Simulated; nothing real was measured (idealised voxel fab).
The document below concerns the process module designated voxel released beams.
Cross-sectional view cut (width: 265 nm; square cell size: 5 nm).
Think of the cross-section as a grid of square cells. We describe it in bands, top to bottom, and each band covers one or more rows of those cells.
First you get the band's top height and its bottom height, in nm, and then the materials it's made of, left to right, with each width in nm. If you see a single material with "edge to edge", that one covers the band edge to edge. "air" is empty space.
Height 0 is the level under which the wafer as received is all one material. The lowest band goes on downwards, as in "0 down".
Width spec "30..40" -> top row of cells at first value, bottom row at second value, equal per-row change in between.
No cell of the cross-section changed in a step that is given as "same as before".
Fully sealed cavities: empty space of 8 cells or more with no open way to the top, each as width x height at its distance from the left edge, in nm
Heads up: the bit after the settings on a step's line is the simulator's remark on that step.
overlay nm: step with mask; distance mask lay right of planned place; negative value = left of planned place.

**Steps in the process plan**
- 1: RECEIVE,material Si
- 2: CONFORMAL_DEP,material SiN,thk nm 5
- 3: DIRECTIONAL_DEP,material SiO2,thk nm 20
- 4: DIRECTIONAL_DEP,material aC,thk nm 10
- 5: PATTERN,tone open,mask id ANCHOR,material resist,width nm 25,thk nm 25,overlay nm 0
- 6: DIRECTIONAL_ETCH,etch materials aC,depth nm 10
- 7: STRIP,etch materials resist
- 8: DIRECTIONAL_ETCH,etch materials SiO2,depth nm 20
- 9: STRIP,etch materials aC
- 10: CONFORMAL_DEP,material W,thk nm 10
- 11: MASKED_ETCH,tone cover,mask id BEAM,width nm 95,etch materials W,depth nm 10,overlay nm 0
- 12: STRIP,etch materials SiO2

**Wafer as received: cross-section following step 1**
  0 down: Si edge to edge
  Fully sealed cavities: none

**Cross-sectional result after module completion. Note: starting condition and plan are unchanged from above; one processing mistake was made**
  35 to 25: 85 of air, 10 of W, 5 of air, 80 of W, 85 of air
  25 to 15: 85 of air, 10 of W, 5 of air, 10 of W, 155 of air
  15 to 5: 85 of air, 25 of W, 155 of air
  5 to 0: SiN edge to edge
  0 down: Si edge to edge
  Fully sealed cavities: none
So what did we get wrong on this run? so step 11 ended up running with a different setting than we planned, it ran as MASKED_ETCH,tone cover,mask id BEAM,width nm 95,etch materials W,depth nm 10,overlay nm 5
